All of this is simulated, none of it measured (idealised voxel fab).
process module | voxel fin reveal
cross-section cut | 165 nm wide | cells 5 nm
A cross-section is a grid of square cells, given in bands from the top down. A band is one or more rows of cells.
Each band's line starts with the height of the band's top and of its bottom, in nm. Then come its materials from left to right, each with its width in nm. One material with "throughout" fills the band from edge to edge. "air" is empty space.
Height 0 is the level under which the wafer as received is all one material. The lowest band goes on downwards, as in "0 down".
A width such as "30 to 40" changes by the same amount from each row of cells to the next, from the band's top row to its bottom row.
"no change" after a step means that no cell of the cross-section changed.
closed voids: empty space of 8 cells or more with no open way to the top, each as width x height at its distance from the left edge, in nm
after a step's settings: what the simulator itself notes on the step
overlay nm, on a step with a mask: how far to the right of its planned place the mask lay; to the left if negative
plan
1 op RECEIVE | material Si
2 op CONFORMAL_DEP | material SiN | thk nm 5
3 op MASKED_ETCH | tone cover | mask id FINS | width nm 15 | pitch nm 40 | etch materials SiN | depth nm 5 | overlay nm 0
4 op MASKED_ETCH | tone cover | mask id FINS | width nm 15 | pitch nm 40 | etch materials Si | depth nm 40 | overlay nm 0
5 op OXIDIZE | depth nm 5
6 op FILL_DEP | material SiO2 | thk nm 5
7 op CMP | height nm 5
8 op SELECTIVE_ETCH | etch materials SiO2 | depth nm 30
9 op STRIP | etch materials SiN
as received, after step 1
  0 down: Si throughout
  closed voids: none
first wafer at the end, as planned
  0 to -25: air 20 | Si 5 | air 35 | Si 5 | air 35 | Si 5 | air 35 | Si 5 | air 20
  -25 to -45: SiO2 20 | Si 5 | SiO2 35 | Si 5 | SiO2 35 | Si 5 | SiO2 35 | Si 5 | SiO2 20
  -45 down: Si throughout
  closed voids: none
second wafer at the end: like start, like plan, one mistake
  0 to -40: air 15 | SiO2 5 | Si 5 | SiO2 5 | air 25 | SiO2 5 | Si 5 | SiO2 5 | air 25 | SiO2 5 | Si 5 | SiO2 5 | air 25 | SiO2 5 | Si 5 | SiO2 5 | air 15
  -40 to -45: SiO2 20 | Si 5 | SiO2 35 | Si 5 | SiO2 35 | Si 5 | SiO2 35 | Si 5 | SiO2 20
  -45 down: Si throughout
  closed voids: none
what went wrong: step 6 ran as: op FILL_DEP | material SiN | thk nm 5
at the end the second wafer has, in cells: 23 fewer of SiO2
